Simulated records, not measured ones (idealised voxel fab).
process module | voxel plated lines
Each square cell in cross-section cut measures 5 nm, and the section as a whole is 190 nm wide.
This document writes a cross-section as a grid whose cells are square, and gives it as bands, listed from the top down; one or more rows of cells form a band. Within each band entry, the heights of the top and of the bottom of the band appear first, in that order and in nm; the materials of the band then follow from left to right, each with its corresponding width in nm. The designation "everywhere" on a single material indicates that it fills the band from edge to edge; the designation "empty" indicates empty space. Heights are measured from 0, the level below which the as-received wafer is all one material; the lowest band has no bottom and continues downward, written as in "0..down". When a width is written as two numbers, as in "30 to 40", the first number is the width in the top row of cells of the band and the second is the width in its bottom row, and the width changes by the same amount from each row to the next. Step marked "no change occurred"? Then no cell in the cross-section changed in it. "Sealed internal voids" enumerates empty spaces isolated from the top, with no open way to it, that contain at least 8 cells, giving each as width x height at distance from the left edge, all three in nm. The remark found on a step's line after its settings is issued by the simulator itself and pertains to that step. What "overlay nm" on a step's line means: if the step has a mask, that mask lay this far to the right of its planned place, or, when the value is negative, to the left.

**List of planned process steps**
1) RECEIVE | material Si
2) CONFORMAL_DEP | material Al2O3 | thk nm 15
3) DIRECTIONAL_DEP | material TiN | thk nm 5
4) PATTERN | tone open | mask id LINES | material resist | width nm 20 | pitch nm 40 | thk nm 15 | overlay nm 0
5) EPI | material Ru | thk nm 10
6) STRIP | etch materials resist
7) DIRECTIONAL_ETCH | etch materials TiN | depth nm 5
8) CONFORMAL_DEP | material SiCN | thk nm 5

**Cross-section, incoming material, after step 1**
    0..down: Si everywhere
    Sealed internal voids: none

**Cross-sectional result after module completion. Note: starting condition and plan are unchanged from above; one processing mistake was made**
    45..40: 35 nm empty / 120 nm SiCN / 35 nm empty
    40..30: 35 nm empty / 5 to 10 nm SiCN / 30 to 20 nm Ru / 10 to 20 nm SiCN / 30 to 20 nm Ru / 10 to 20 nm SiCN / 30 to 20 nm Ru / 5 to 10 nm SiCN / 35 nm empty
    30..25: 40 nm empty / 5 nm SiCN / 20 nm Ru / 5 nm SiCN / 10 nm empty / 5 nm SiCN / 20 nm Ru / 5 nm SiCN / 10 nm empty / 5 nm SiCN / 20 nm Ru / 5 nm SiCN / 40 nm empty
    25..20: 35 nm empty / 10 nm SiCN / 20 nm Ru / 20 nm SiCN / 20 nm Ru / 20 nm SiCN / 20 nm Ru / 10 nm SiCN / 35 nm empty
    20..15: 40 nm SiCN / 30 nm TiN / 10 nm SiCN / 30 nm TiN / 10 nm SiCN / 30 nm TiN / 40 nm SiCN
    15..0: Al2O3 everywhere
    0..down: Si everywhere
    Sealed internal voids: none
Run error: twice, step 5 of the plan was run
